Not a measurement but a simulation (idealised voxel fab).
Documented hereafter: the process module known as voxel plated lines.
The width of the displayed cross-section, cut, is 265 nm; its cells are square, with a size of 5 nm.
Just so we're on the same page, the cross-sections are grids of square cells, and they're listed out in bands top to bottom, each band one or more rows deep.
Heads up on the band format: heights come first, top then bottom, in nm. After that it's the materials left to right, each with its width in nm. A single material flagged "edge to edge" fills the whole band edge to edge, and "air" means there's empty space there.
Heights are expressed relative to 0, this being the level below which the as-received wafer comprises one material exclusively. The lowest band is unbounded in the downward direction and is denoted as in "0 down".
Graded width ("30..40"): value in top row of band = first number; value in bottom row = second number; row-to-row change constant.
Take "nothing different" at face value: in the step it is given for, the cross-section changed in none of its cells.
"Enclosed cavity list" - sealed voids, min. 8 cells, no opening to top; format: width x height at distance (distance from left edge; nm throughout).
Note: text after step settings on the step line = simulator remark on that step.
For masked steps, "overlay nm" on the step line gives how far right of plan the mask actually lay; a minus sign means it lay to the left.

The planned process steps are enumerated hereunder
step 1: op RECEIVE | material Si
step 2: op CONFORMAL_DEP | material Al2O3 | thk nm 10
step 3: op DIRECTIONAL_DEP | material TiN | thk nm 5
step 4: op PATTERN | tone open | mask id LINES | material resist | width nm 25 | pitch nm 45 | thk nm 20 | overlay nm 0
step 5: op EPI | material Ru | thk nm 5
step 6: op STRIP | etch materials resist
step 7: op DIRECTIONAL_ETCH | etch materials TiN | depth nm 5
step 8: op CONFORMAL_DEP | material SiCN | thk nm 10

As-received wafer cross-section (after step 1)
    0 down | Si edge to edge
    Enclosed cavity list: none

Wafer cross-section at end of module: start and plan as shown above, one execution error
    30 to 20 | 85 of air  90 of Al2O3  90 of air
    20 to 15 | 95 of Al2O3  25 of Ru  20 of Al2O3  25 of Ru  100 of Al2O3
    15 to 10 | 95 of Al2O3  25 of TiN  20 of Al2O3  25 of TiN  100 of Al2O3
    10 to 0 | Al2O3 edge to edge
    0 down | Si edge to edge
    Enclosed cavity list: none
Which mistake was made when the wafer was run? step 8 ran with different settings than intended, the actual operation and settings being op CONFORMAL_DEP | material Al2O3 | thk nm 10
